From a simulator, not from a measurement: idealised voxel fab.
The following process module bears the name voxel wiring stack.
FYI the section here is cut, 175 nm wide, cells are 5 nm squares.
Format of a cross-section: grid, square cells. Given as bands. Order: top down. Band: one or more rows of cells.
This entry defines a band. It first specifies the height of the band's top and the height of its bottom in nm, and then specifies the band's materials from left to right, stating each material with its width in nm. The word "edge to edge" identifies a single material that fills the band from edge to edge, while the word "blank" identifies empty space.
Basically, 0 is our baseline, since under it the wafer straight out of the box is all one material. The bottom band has no lower end and keeps on going down, so it looks like "top 0, no bottom".
Width "30..40": first value at the band's top row of cells, second value at its bottom row, equal change from row to row.
"no change" -> step changed no cross-section cell.
The label "Enclosed voids" introduces a list of the empty spaces, 8 cells or larger, that have no open way up to the top; each entry in it reads width x height at distance, where the distance is taken from the left edge and all three are stated in nm.
It should be noted that, on the line of a given step, the content following the step's settings is a remark produced by the simulator itself with respect to that step.
A step line may carry the setting "overlay nm", which, for steps involving a mask, states the distance by which the mask lay to the right of its intended position; negative values denote displacement to the left.

Steps planned for the process
step 1: RECEIVE | material Si
step 2: CONFORMAL_DEP | material SiO2 | thk nm 10
step 3: CONFORMAL_DEP | material SiCN | thk nm 5
step 4: DIRECTIONAL_DEP | material SiO2 | thk nm 25
step 5: DIRECTIONAL_DEP | material aC | thk nm 15
step 6: PATTERN | tone open | mask id METAL_1 | material resist | width nm 25 | pitch nm 40 | thk nm 30 | overlay nm 0
step 7: DIRECTIONAL_ETCH | etch materials aC | depth nm 15
step 8: STRIP | etch materials resist
step 9: DIRECTIONAL_ETCH | etch materials SiO2 | depth nm 25
step 10: DIRECTIONAL_ETCH | etch materials SiCN | depth nm 5
step 11: STRIP | etch materials aC
step 12: CONFORMAL_DEP | material TiN | thk nm 5
step 13: FILL_DEP | material Ru | thk nm 5
step 14: CMP | height nm 40
step 15: EPI | material Ru | thk nm 5
step 16: FILL_DEP | material SiCN | thk nm 5
step 17: DIRECTIONAL_DEP | material SiO2 | thk nm 25
step 18: MASKED_ETCH | tone open | mask id METAL_2 | width nm 25 | pitch nm 40 | etch materials SiO2 | depth nm 15 | overlay nm 0
step 19: PATTERN | tone open | mask id METAL_2_HOLES | material resist | width nm 15 | pitch nm 40 | thk nm 15 | overlay nm 0
step 20: DIRECTIONAL_ETCH | etch materials SiO2 | depth nm 10
step 21: DIRECTIONAL_ETCH | etch materials SiCN | depth nm 5
step 22: STRIP | etch materials resist
step 23: CONFORMAL_DEP | material TiN | thk nm 5
step 24: FILL_DEP | material Cu | thk nm 5
step 25: CMP | height nm 75
step 26: CONFORMAL_DEP | material SiCN | thk nm 5
Same starting wafers, different thk nm at step 16. Plan value belongs to the first wafer.

As-received state after step 1, first of several wafers, cross-section
top 0, no bottom: Si edge to edge
Enclosed voids: none

The figure below presents a cross-section of the first of several wafers at the conclusion of the module, following its last step, step 26
top 80, bottom 75: SiCN edge to edge
top 75, bottom 65: 35 SiO2 | 5 TiN | 15 Cu | 5 TiN | 15 SiO2 | 5 TiN | 15 Cu | 5 TiN | 15 SiO2 | 5 TiN | 15 Cu | 5 TiN | 35 SiO2
top 65, bottom 60: 35 SiO2 | 5 TiN | 5 Cu | 15 TiN | 15 SiO2 | 5 TiN | 5 Cu | 15 TiN | 15 SiO2 | 5 TiN | 5 Cu | 15 TiN | 35 SiO2
top 60, bottom 50: 35 SiO2 | 5 TiN | 5 Cu | 5 TiN | 25 SiO2 | 5 TiN | 5 Cu | 5 TiN | 25 SiO2 | 5 TiN | 5 Cu | 5 TiN | 45 SiO2
top 50, bottom 45: 35 SiCN | 15 TiN | 25 SiCN | 15 TiN | 25 SiCN | 15 TiN | 45 SiCN
top 45, bottom 40: 30 SiCN | 35 Ru | 5 SiCN | 35 Ru | 5 SiCN | 35 Ru | 30 SiCN
top 40, bottom 15: 35 SiO2 | 5 TiN | 15 Ru | 5 TiN | 15 SiO2 | 5 TiN | 15 Ru | 5 TiN | 15 SiO2 | 5 TiN | 15 Ru | 5 TiN | 35 SiO2
top 15, bottom 10: 35 SiCN | 25 TiN | 15 SiCN | 25 TiN | 15 SiCN | 25 TiN | 35 SiCN
top 10, bottom 0: SiO2 edge to edge
top 0, no bottom: Si edge to edge
Enclosed voids: none

Cross-section of the last wafer at end of module
top 80, bottom 75: SiCN edge to edge
top 75, bottom 65: 35 SiO2 | 5 TiN | 5 Cu | 5 TiN | 25 SiO2 | 5 TiN | 5 Cu | 5 TiN | 25 SiO2 | 5 TiN | 5 Cu | 5 TiN | 45 SiO2
top 65, bottom 60: 35 SiCN | 15 TiN | 25 SiCN | 15 TiN | 25 SiCN | 15 TiN | 45 SiCN
top 60, bottom 45: SiCN edge to edge
top 45, bottom 40: 30 SiCN | 35 Ru | 5 SiCN | 35 Ru | 5 SiCN | 35 Ru | 30 SiCN
top 40, bottom 15: 35 SiO2 | 5 TiN | 15 Ru | 5 TiN | 15 SiO2 | 5 TiN | 15 Ru | 5 TiN | 15 SiO2 | 5 TiN | 15 Ru | 5 TiN | 35 SiO2
top 15, bottom 10: 35 SiCN | 25 TiN | 15 SiCN | 25 TiN | 15 SiCN | 25 TiN | 35 SiCN
top 10, bottom 0: SiO2 edge to edge
top 0, no bottom: Si edge to edge
Enclosed voids: none

Note: the following table is arranged by wafer, a row apiece. Each row reports the end-of-module state: per material, cells gained (+) or cells lost (-) compared with the wafer as received; closed voids follow
thk nm 5 | +27 Cu | +66 Ru | +95 SiCN | +282 SiO2 | +90 TiN | Enclosed voids: none
thk nm 10 | +18 Cu | +66 Ru | +130 SiCN | +262 SiO2 | +84 TiN | Enclosed voids: none
thk nm 15 | +9 Cu | +66 Ru | +165 SiCN | +242 SiO2 | +78 TiN | Enclosed voids: none
thk nm 20 | +6 Cu | +66 Ru | +200 SiCN | +222 SiO2 | +66 TiN | Enclosed voids: none
